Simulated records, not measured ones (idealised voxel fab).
process module | voxel trench capacitor
cross-section cut | 265 nm wide | cells 5 nm
A cross-section is a grid of square cells, given in bands from the top down. A band is one or more rows of cells.
Each band's line starts with the height of the band's top and of its bottom, in nm. Then come its materials from left to right, each with its width in nm. One material with "throughout" fills the band from edge to edge. "air" is empty space.
Height 0 is the level under which the wafer as received is all one material. The lowest band goes on downwards, as in "0 down".
A width such as "30 to 40" changes by the same amount from each row of cells to the next, from the band's top row to its bottom row.
"no change" after a step means that no cell of the cross-section changed.
closed voids: empty space of 8 cells or more with no open way to the top, each as width x height at its distance from the left edge, in nm
after a step's settings: what the simulator itself notes on the step
overlay nm, on a step with a mask: how far to the right of its planned place the mask lay; to the left if negative
plan
1 op RECEIVE | material Si
2 op CONFORMAL_DEP | material SiN | thk nm 10
3 op DIRECTIONAL_DEP | material aC | thk nm 15
4 op PATTERN | tone open | mask id TRENCH | material resist | width nm 20 | pitch nm 45 | thk nm 35 | overlay nm 0
5 op DIRECTIONAL_ETCH | etch materials aC | depth nm 15
6 op STRIP | etch materials resist
7 op DIRECTIONAL_ETCH | etch materials SiN | depth nm 10
8 op DIRECTIONAL_ETCH | etch materials Si | depth nm 40
9 op STRIP | etch materials aC
10 op CONFORMAL_DEP | material Al2O3 | thk nm 5
11 op FILL_DEP | material polySi | thk nm 5
12 op CMP | height nm 10
first wafer, as planned
as received, after step 1
  0 down: Si throughout
  closed voids: none
after step 2
  10 to 0: SiN throughout
  below 0: unchanged
after step 3
  25 to 10: aC throughout
  below 10: unchanged
after step 4
  60 to 25: resist 75 | air 20 | resist 25 | air 20 | resist 25 | air 20 | resist 80
  below 25: unchanged
after step 5
  45 to 25: resist 75 | air 20 | resist 25 | air 20 | resist 25 | air 20 | resist 80
  25 to 10: aC 75 | air 20 | aC 25 | air 20 | aC 25 | air 20 | aC 80
  below 10: unchanged
after step 6
  25 to 10: aC 75 | air 20 | aC 25 | air 20 | aC 25 | air 20 | aC 80
  below 10: unchanged
after step 7
  25 to 10: aC 75 | air 20 | aC 25 | air 20 | aC 25 | air 20 | aC 80
  10 to 0: SiN 75 | air 20 | SiN 25 | air 20 | SiN 25 | air 20 | SiN 80
  below 0: unchanged
after step 8
  25 to 10: aC 75 | air 20 | aC 25 | air 20 | aC 25 | air 20 | aC 80
  10 to 0: SiN 75 | air 20 | SiN 25 | air 20 | SiN 25 | air 20 | SiN 80
  0 to -40: Si 75 | air 20 | Si 25 | air 20 | Si 25 | air 20 | Si 80
  below -40: unchanged
after step 9
  10 to 0: SiN 75 | air 20 | SiN 25 | air 20 | SiN 25 | air 20 | SiN 80
  below 0: unchanged
after step 10
  15 to 10: Al2O3 80 | air 10 | Al2O3 35 | air 10 | Al2O3 35 | air 10 | Al2O3 85
  10 to 0: SiN 75 | Al2O3 5 | air 10 | Al2O3 5 | SiN 25 | Al2O3 5 | air 10 | Al2O3 5 | SiN 25 | Al2O3 5 | air 10 | Al2O3 5 | SiN 80
  0 to -35: Si 75 | Al2O3 5 | air 10 | Al2O3 5 | Si 25 | Al2O3 5 | air 10 | Al2O3 5 | Si 25 | Al2O3 5 | air 10 | Al2O3 5 | Si 80
  -35 to -40: Si 75 | Al2O3 20 | Si 25 | Al2O3 20 | Si 25 | Al2O3 20 | Si 80
  below -40: unchanged
after step 11
  20 to 15: polySi throughout
  15 to 10: Al2O3 80 | polySi 10 | Al2O3 35 | polySi 10 | Al2O3 35 | polySi 10 | Al2O3 85
  10 to 0: SiN 75 | Al2O3 5 | polySi 10 | Al2O3 5 | SiN 25 | Al2O3 5 | polySi 10 | Al2O3 5 | SiN 25 | Al2O3 5 | polySi 10 | Al2O3 5 | SiN 80
  0 to -35: Si 75 | Al2O3 5 | polySi 10 | Al2O3 5 | Si 25 | Al2O3 5 | polySi 10 | Al2O3 5 | Si 25 | Al2O3 5 | polySi 10 | Al2O3 5 | Si 80
  below -35: unchanged
after step 12
  10 to 0: SiN 75 | Al2O3 5 | polySi 10 | Al2O3 5 | SiN 25 | Al2O3 5 | polySi 10 | Al2O3 5 | SiN 25 | Al2O3 5 | polySi 10 | Al2O3 5 | SiN 80
  below 0: unchanged
second wafer: like start, like plan, one mistake. Through step 5 it matches the first wafer
when step 6 should have ended: no change
when step 7 should have ended
  45 to 25: resist 75 | air 20 | resist 25 | air 20 | resist 25 | air 20 | resist 80
  25 to 10: aC 75 | air 20 | aC 25 | air 20 | aC 25 | air 20 | aC 80
  10 to 0: SiN 75 | air 20 | SiN 25 | air 20 | SiN 25 | air 20 | SiN 80
  below 0: unchanged
when step 8 should have ended
  45 to 25: resist 75 | air 20 | resist 25 | air 20 | resist 25 | air 20 | resist 80
  25 to 10: aC 75 | air 20 | aC 25 | air 20 | aC 25 | air 20 | aC 80
  10 to 0: SiN 75 | air 20 | SiN 25 | air 20 | SiN 25 | air 20 | SiN 80
  0 to -40: Si 75 | air 20 | Si 25 | air 20 | Si 25 | air 20 | Si 80
  below -40: unchanged
when step 9 should have ended
  10 to 0: SiN 75 | air 20 | SiN 25 | air 20 | SiN 25 | air 20 | SiN 80
  below 0: unchanged
when step 10 should have ended
  15 to 10: Al2O3 80 | air 10 | Al2O3 35 | air 10 | Al2O3 35 | air 10 | Al2O3 85
  10 to 0: SiN 75 | Al2O3 5 | air 10 | Al2O3 5 | SiN 25 | Al2O3 5 | air 10 | Al2O3 5 | SiN 25 | Al2O3 5 | air 10 | Al2O3 5 | SiN 80
  0 to -35: Si 75 | Al2O3 5 | air 10 | Al2O3 5 | Si 25 | Al2O3 5 | air 10 | Al2O3 5 | Si 25 | Al2O3 5 | air 10 | Al2O3 5 | Si 80
  -35 to -40: Si 75 | Al2O3 20 | Si 25 | Al2O3 20 | Si 25 | Al2O3 20 | Si 80
  below -40: unchanged
when step 11 should have ended
  20 to 15: polySi throughout
  15 to 10: Al2O3 80 | polySi 10 | Al2O3 35 | polySi 10 | Al2O3 35 | polySi 10 | Al2O3 85
  10 to 0: SiN 75 | Al2O3 5 | polySi 10 | Al2O3 5 | SiN 25 | Al2O3 5 | polySi 10 | Al2O3 5 | SiN 25 | Al2O3 5 | polySi 10 | Al2O3 5 | SiN 80
  0 to -35: Si 75 | Al2O3 5 | polySi 10 | Al2O3 5 | Si 25 | Al2O3 5 | polySi 10 | Al2O3 5 | Si 25 | Al2O3 5 | polySi 10 | Al2O3 5 | Si 80
  below -35: unchanged
when step 12 should have ended
  10 to 0: SiN 75 | Al2O3 5 | polySi 10 | Al2O3 5 | SiN 25 | Al2O3 5 | polySi 10 | Al2O3 5 | SiN 25 | Al2O3 5 | polySi 10 | Al2O3 5 | SiN 80
  below 0: unchanged
what went wrong: step 6 was left out
at the end the two cross-sections are the same: no effect in what this model computes
